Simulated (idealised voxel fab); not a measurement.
This is a process module. Its name is voxel plated lines.
It is cross-section cut that appears here, measuring 270 nm in width, its square cells being 5 nm in size.
Notation: cross-section as square-cell grid; stated in bands, top first, going down; one or more cell rows per band.
Each band's line starts with the height of the band's top and of its bottom, in nm. Then come its materials from left to right, each with its width in nm. One material with "full width" fills the band from edge to edge. "blank" is empty space.
For the purposes of this specification, 0 denotes the height below which the wafer in its as-received condition is composed wholly of one material, and the lowermost band, lacking a lower limit, extends downward without end, as expressed in "from 0 down".
You'd read "30 to 40" like this: the band's top row of cells is as wide as the first number, its bottom row is as wide as the second, and going down, every row changes width by the same amount as the row before did.
The designation "no change occurred", where it is given for a processing step, indicates that no cell of the cross-section was altered in the course of that step.
If an empty space has no open way to the top and is at least 8 cells in size, "Enclosed cavities" lists it, written width x height at distance, where distance is measured from the left edge and every value is in nm.
If you see something after the settings on a step's line, that's the simulator's own remark about that step.
The setting "overlay nm" may be written on the line of a step. When the step uses a mask, the value reports how far to the right of the planned place the mask lay, and a negative value reports that it lay to the left.

Process steps foreseen in the plan:
1,RECEIVE | material Si
2,CONFORMAL_DEP | material SiO2 | thk nm 15
3,DIRECTIONAL_DEP | material TiN | thk nm 5
4,PATTERN | tone open | mask id LINES | material resist | width nm 15 | pitch nm 40 | thk nm 25 | overlay nm 0
5,EPI | material Ru | thk nm 5
6,EPI | material Ru | thk nm 10
7,STRIP | etch materials resist
8,DIRECTIONAL_ETCH | etch materials TiN | depth nm 5
9,CONFORMAL_DEP | material SiCN | thk nm 5

First of two wafers, processed according to plan:

The cross-section here shows the wafer as received, i.e. in its state after step 1:
from 0 down  Si full width
Enclosed cavities: none

Presented here is a cross-section of the wafer after step 2 has been performed:
from 15 to 0  SiO2 full width
Note: structure below 0 unchanged.

Presented here is a cross-section of the wafer after step 3 has been performed:
from 20 to 15  TiN full width
Note: structure below 15 unchanged.

Presented here is a cross-section of the wafer after step 4 has been performed:
from 45 to 20  65 of resist, then 15 of blank, then 25 of resist, then 15 of blank, then 25 of resist, then 15 of blank, then 25 of resist, then 15 of blank, then 70 of resist
Note: structure below 20 unchanged.

Presented here is a cross-section of the wafer after step 5 has been performed:
from 45 to 25  65 of resist, then 15 of blank, then 25 of resist, then 15 of blank, then 25 of resist, then 15 of blank, then 25 of resist, then 15 of blank, then 70 of resist
from 25 to 20  65 of resist, then 15 of Ru, then 25 of resist, then 15 of Ru, then 25 of resist, then 15 of Ru, then 25 of resist, then 15 of Ru, then 70 of resist
Note: structure below 20 unchanged.

Presented here is a cross-section of the wafer after step 6 has been performed:
from 45 to 35  65 of resist, then 15 of blank, then 25 of resist, then 15 of blank, then 25 of resist, then 15 of blank, then 25 of resist, then 15 of blank, then 70 of resist
from 35 to 20  65 of resist, then 15 of Ru, then 25 of resist, then 15 of Ru, then 25 of resist, then 15 of Ru, then 25 of resist, then 15 of Ru, then 70 of resist
Note: structure below 20 unchanged.

Presented here is a cross-section of the wafer after step 7 has been performed:
from 35 to 20  65 of blank, then 15 of Ru, then 25 of blank, then 15 of Ru, then 25 of blank, then 15 of Ru, then 25 of blank, then 15 of Ru, then 70 of blank
Note: structure below 20 unchanged.

Presented here is a cross-section of the wafer after step 8 has been performed:
from 35 to 20  65 of blank, then 15 of Ru, then 25 of blank, then 15 of Ru, then 25 of blank, then 15 of Ru, then 25 of blank, then 15 of Ru, then 70 of blank
from 20 to 15  65 of blank, then 15 of TiN, then 25 of blank, then 15 of TiN, then 25 of blank, then 15 of TiN, then 25 of blank, then 15 of TiN, then 70 of blank
Note: structure below 15 unchanged.

Presented here is a cross-section of the wafer after step 9 has been performed:
from 40 to 35  60 of blank, then 25 of SiCN, then 15 of blank, then 25 of SiCN, then 15 of blank, then 25 of SiCN, then 15 of blank, then 25 of SiCN, then 65 of blank
from 35 to 20  60 of blank, then 5 of SiCN, then 15 of Ru, then 5 of SiCN, then 15 of blank, then 5 of SiCN, then 15 of Ru, then 5 of SiCN, then 15 of blank, then 5 of SiCN, then 15 of Ru, then 5 of SiCN, then 15 of blank, then 5 of SiCN, then 15 of Ru, then 5 of SiCN, then 65 of blank
from 20 to 15  65 of SiCN, then 15 of TiN, then 25 of SiCN, then 15 of TiN, then 25 of SiCN, then 15 of TiN, then 25 of SiCN, then 15 of TiN, then 70 of SiCN
Note: structure below 15 unchanged.

Second of two: same start, same plan, one run error; steps up to and including 3 match the first:

when step 4 should have ended:
from 45 to 20  65 of blank, then 15 of resist, then 25 of blank, then 15 of resist, then 25 of blank, then 15 of resist, then 25 of blank, then 15 of resist, then 70 of blank
Note: structure below 20 unchanged.

when step 5 should have ended:
from 45 to 25  65 of blank, then 15 of resist, then 25 of blank, then 15 of resist, then 25 of blank, then 15 of resist, then 25 of blank, then 15 of resist, then 70 of blank
from 25 to 20  65 of Ru, then 15 of resist, then 25 of Ru, then 15 of resist, then 25 of Ru, then 15 of resist, then 25 of Ru, then 15 of resist, then 70 of Ru
Note: structure below 20 unchanged.

when step 6 should have ended:
from 45 to 35  65 of blank, then 15 of resist, then 25 of blank, then 15 of resist, then 25 of blank, then 15 of resist, then 25 of blank, then 15 of resist, then 70 of blank
from 35 to 20  65 of Ru, then 15 of resist, then 25 of Ru, then 15 of resist, then 25 of Ru, then 15 of resist, then 25 of Ru, then 15 of resist, then 70 of Ru
Note: structure below 20 unchanged.

when step 7 should have ended:
from 35 to 20  65 of Ru, then 15 of blank, then 25 of Ru, then 15 of blank, then 25 of Ru, then 15 of blank, then 25 of Ru, then 15 of blank, then 70 of Ru
Note: structure below 20 unchanged.

when step 8 should have ended:
from 35 to 20  65 of Ru, then 15 of blank, then 25 of Ru, then 15 of blank, then 25 of Ru, then 15 of blank, then 25 of Ru, then 15 of blank, then 70 of Ru
from 20 to 15  65 of TiN, then 15 of blank, then 25 of TiN, then 15 of blank, then 25 of TiN, then 15 of blank, then 25 of TiN, then 15 of blank, then 70 of TiN
Note: structure below 15 unchanged.

when step 9 should have ended:
from 40 to 35  70 of SiCN, then 5 of blank, then 35 of SiCN, then 5 of blank, then 35 of SiCN, then 5 of blank, then 35 of SiCN, then 5 of blank, then 75 of SiCN
from 35 to 20  65 of Ru, then 5 of SiCN, then 5 of blank, then 5 of SiCN, then 25 of Ru, then 5 of SiCN, then 5 of blank, then 5 of SiCN, then 25 of Ru, then 5 of SiCN, then 5 of blank, then 5 of SiCN, then 25 of Ru, then 5 of SiCN, then 5 of blank, then 5 of SiCN, then 70 of Ru
from 20 to 15  65 of TiN, then 15 of SiCN, then 25 of TiN, then 15 of SiCN, then 25 of TiN, then 15 of SiCN, then 25 of TiN, then 15 of SiCN, then 70 of TiN
Note: structure below 15 unchanged.
Where did the run depart from the plan? step 4 off recipe, ran as PATTERN | tone cover | mask id LINES | material resist | width nm 15 | pitch nm 40 | thk nm 25 | overlay nm 0
At the finish, the second wafer shows more or fewer cells for some materials than the first does: Ru +90, TiN +30
